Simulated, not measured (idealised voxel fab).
process module | voxel ribs on slabs
cross-section cut | 235 nm wide | cells 5 nm
A cross-section is a grid of square cells, given in bands from the top down. A band is one or more rows of cells.
Each band's line starts with the height of the band's top and of its bottom, in nm. Then come its materials from left to right, each with its width in nm. One material with "throughout" fills the band from edge to edge. "air" is empty space.
Height 0 is the level under which the wafer as received is all one material. The lowest band goes on downwards, as in "0 down".
A width such as "30 to 40" changes by the same amount from each row of cells to the next, from the band's top row to its bottom row.
"no change" after a step means that no cell of the cross-section changed.
closed voids: empty space of 8 cells or more with no open way to the top, each as width x height at its distance from the left edge, in nm
after a step's settings: what the simulator itself notes on the step
overlay nm, on a step with a mask: how far to the right of its planned place the mask lay; to the left if negative
plan
1 op RECEIVE | material Si
2 op DIRECTIONAL_DEP | material SiO2 | thk nm 25
3 op DIRECTIONAL_DEP | material polySi | thk nm 20
4 op DIRECTIONAL_DEP | material aC | thk nm 10
5 op PATTERN | tone cover | mask id RIB | material resist | width nm 30 | thk nm 25 | overlay nm 0
6 op DIRECTIONAL_ETCH | etch materials aC | depth nm 10
7 op STRIP | etch materials resist
8 op DIRECTIONAL_ETCH | etch materials polySi | depth nm 10
9 op STRIP | etch materials aC
10 op MASKED_ETCH | tone cover | mask id SLAB | width nm 80 | etch materials polySi | depth nm 10 | overlay nm 0
11 op FILL_DEP | material SiO2 | thk nm 25
12 op CMP | height nm 60
13 op DIRECTIONAL_DEP | material TiN | thk nm 5
14 op PATTERN | tone cover | mask id HEATER | material resist | width nm 40 | thk nm 15 | overlay nm 0
15 op DIRECTIONAL_ETCH | etch materials TiN | depth nm 5
16 op STRIP | etch materials resist
17 op CONFORMAL_DEP | material SiO2 | thk nm 5
as received, after step 1
  0 down: Si throughout
  closed voids: none
first wafer at the end, as planned
  70 to 65: air 90 | SiO2 50 | air 95
  65 to 60: SiO2 95 | TiN 40 | SiO2 100
  60 to 45: SiO2 throughout
  45 to 35: SiO2 100 | polySi 30 | SiO2 105
  35 to 25: SiO2 75 | polySi 80 | SiO2 80
  25 to 0: SiO2 throughout
  0 down: Si throughout
  closed voids: none
second wafer at the end: like start, like plan, one mistake
  70 to 65: air 90 | SiO2 50 | air 95
  65 to 60: SiO2 95 | TiN 40 | SiO2 100
  60 to 45: SiO2 throughout
  45 to 35: SiO2 75 | polySi 80 | SiO2 80
  35 to 25: aC throughout
  25 to 0: SiO2 throughout
  0 down: Si throughout
  closed voids: none
what went wrong: steps 3 and 4 were swapped
at the end the second wafer has, in cells: 82 fewer of SiO2 | 94 more of aC | 12 fewer of polySi
